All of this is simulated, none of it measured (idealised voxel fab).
process module | voxel ribs on slabs
cross-section cut | 195 nm wide | cells 5 nm
A cross-section is a grid of square cells, given in bands from the top down. A band is one or more rows of cells.
Each band's line starts with the height of the band's top and of its bottom, in nm. Then come its materials from left to right, each with its width in nm. One material with "throughout" fills the band from edge to edge. "air" is empty space.
Height 0 is the level under which the wafer as received is all one material. The lowest band goes on downwards, as in "0 down".
A width such as "30 to 40" changes by the same amount from each row of cells to the next, from the band's top row to its bottom row.
"no change" after a step means that no cell of the cross-section changed.
closed voids: empty space of 8 cells or more with no open way to the top, each as width x height at its distance from the left edge, in nm
after a step's settings: what the simulator itself notes on the step
overlay nm, on a step with a mask: how far to the right of its planned place the mask lay; to the left if negative
plan
1 op RECEIVE | material Si
2 op DIRECTIONAL_DEP | material SiO2 | thk nm 20
3 op DIRECTIONAL_DEP | material polySi | thk nm 15
4 op MASKED_ETCH | tone cover | mask id RIB | width nm 15 | etch materials polySi | depth nm 5 | overlay nm 0
5 op DIRECTIONAL_DEP | material aC | thk nm 15
6 op PATTERN | tone cover | mask id SLAB | material resist | width nm 55 | thk nm 35 | overlay nm 0
7 op DIRECTIONAL_ETCH | etch materials aC | depth nm 15
8 op STRIP | etch materials resist
9 op DIRECTIONAL_ETCH | etch materials polySi | depth nm 10
10 op STRIP | etch materials aC
11 op FILL_DEP | material SiO2 | thk nm 30
12 op CMP | height nm 55
13 op DIRECTIONAL_DEP | material TiN | thk nm 5
14 op DIRECTIONAL_DEP | material aC | thk nm 15
15 op PATTERN | tone cover | mask id HEATER | material resist | width nm 25 | thk nm 30 | overlay nm -15
16 op DIRECTIONAL_ETCH | etch materials aC | depth nm 15
17 op STRIP | etch materials resist
18 op DIRECTIONAL_ETCH | etch materials TiN | depth nm 5
19 op STRIP | etch materials aC
20 op CONFORMAL_DEP | material SiN | thk nm 5
varied across the wafers: overlay nm of step 15. The plan shows the first wafer's value. All wafers start alike
first wafer as received, after step 1
  0 down: Si throughout
  closed voids: none
first wafer at the end, after step 20
  65 to 60: air 65 | SiN 35 | air 95
  60 to 55: SiN 70 | TiN 25 | SiN 100
  55 to 35: SiO2 throughout
  35 to 30: SiO2 90 | polySi 15 | SiO2 90
  30 to 20: SiO2 70 | polySi 55 | SiO2 70
  20 to 0: SiO2 throughout
  0 down: Si throughout
  closed voids: none
last wafer at the end
  65 to 60: air 95 | SiN 35 | air 65
  60 to 55: SiN 100 | TiN 25 | SiN 70
  55 to 35: SiO2 throughout
  35 to 30: SiO2 90 | polySi 15 | SiO2 90
  30 to 20: SiO2 70 | polySi 55 | SiO2 70
  20 to 0: SiO2 throughout
  0 down: Si throughout
  closed voids: none
each wafer at the end: cells of each material gained (+) or lost (-) since it was received, then its closed voids
overlay nm -15 | +41 SiN | +404 SiO2 | +5 TiN | +25 polySi | closed voids: none
overlay nm -10 | +41 SiN | +404 SiO2 | +5 TiN | +25 polySi | closed voids: none
overlay nm -5 | +41 SiN | +404 SiO2 | +5 TiN | +25 polySi | closed voids: none
overlay nm 0 | +41 SiN | +404 SiO2 | +5 TiN | +25 polySi | closed voids: none
overlay nm 5 | +41 SiN | +404 SiO2 | +5 TiN | +25 polySi | closed voids: none
overlay nm 10 | +41 SiN | +404 SiO2 | +5 TiN | +25 polySi | closed voids: none
overlay nm 15 | +41 SiN | +404 SiO2 | +5 TiN | +25 polySi | closed voids: none
